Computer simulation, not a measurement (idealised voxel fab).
process module | voxel air gaps
cross-section cut | 210 nm wide | cells 5 nm
A cross-section is a grid of square cells, given in bands from the top down. A band is one or more rows of cells.
Each band's line starts with the height of the band's top and of its bottom, in nm. Then come its materials from left to right, each with its width in nm. One material with "throughout" fills the band from edge to edge. "air" is empty space.
Height 0 is the level under which the wafer as received is all one material. The lowest band goes on downwards, as in "0 down".
A width such as "30 to 40" changes by the same amount from each row of cells to the next, from the band's top row to its bottom row.
"no change" after a step means that no cell of the cross-section changed.
closed voids: empty space of 8 cells or more with no open way to the top, each as width x height at its distance from the left edge, in nm
after a step's settings: what the simulator itself notes on the step
overlay nm, on a step with a mask: how far to the right of its planned place the mask lay; to the left if negative
plan
1 op RECEIVE | material Si
2 op CONFORMAL_DEP | material SiO2 | thk nm 10
3 op CONFORMAL_DEP | material SiN | thk nm 5
4 op DIRECTIONAL_DEP | material SiO2 | thk nm 30
5 op PATTERN | tone open | mask id LINES | material resist | width nm 20 | pitch nm 45 | thk nm 20 | overlay nm -10
6 op DIRECTIONAL_ETCH | etch materials SiO2 | depth nm 30
7 op STRIP | etch materials resist
8 op CONFORMAL_DEP | material TiN | thk nm 5
9 op FILL_DEP | material Cu | thk nm 10
10 op CMP | height nm 45
11 op EPI | material Ru | thk nm 10
12 op SELECTIVE_ETCH | etch materials SiO2 | depth nm 40
13 op CONFORMAL_DEP | material SiCN | thk nm 5
varied across the wafers: overlay nm of step 5. The plan shows the first wafer's value. All wafers start alike
first wafer as received, after step 1
  0 down: Si throughout
  closed voids: none
each wafer at the end: cells of each material gained (+) or lost (-) since it was received, then its closed voids
overlay nm -10 | +40 Cu | +64 Ru | +126 SiCN | +42 SiN | +84 SiO2 | +56 TiN | closed voids: 10 x 20 at 0; 15 x 20 at 40; 15 x 20 at 85; 15 x 20 at 130
overlay nm -5 | +40 Cu | +64 Ru | +126 SiCN | +42 SiN | +84 SiO2 | +56 TiN | closed voids: 15 x 20 at 45; 15 x 20 at 90; 15 x 20 at 135
overlay nm 0 | +40 Cu | +64 Ru | +126 SiCN | +42 SiN | +84 SiO2 | +56 TiN | closed voids: 15 x 20 at 50; 15 x 20 at 95; 15 x 20 at 140
overlay nm 5 | +40 Cu | +64 Ru | +126 SiCN | +42 SiN | +84 SiO2 | +56 TiN | closed voids: 15 x 20 at 55; 15 x 20 at 100; 15 x 20 at 145
overlay nm 10 | +40 Cu | +64 Ru | +126 SiCN | +42 SiN | +84 SiO2 | +56 TiN | closed voids: 15 x 20 at 60; 15 x 20 at 105; 15 x 20 at 150
overlay nm 15 | +40 Cu | +64 Ru | +126 SiCN | +42 SiN | +84 SiO2 | +56 TiN | closed voids: 15 x 20 at 65; 15 x 20 at 110; 15 x 20 at 155; 10 x 20 at 200
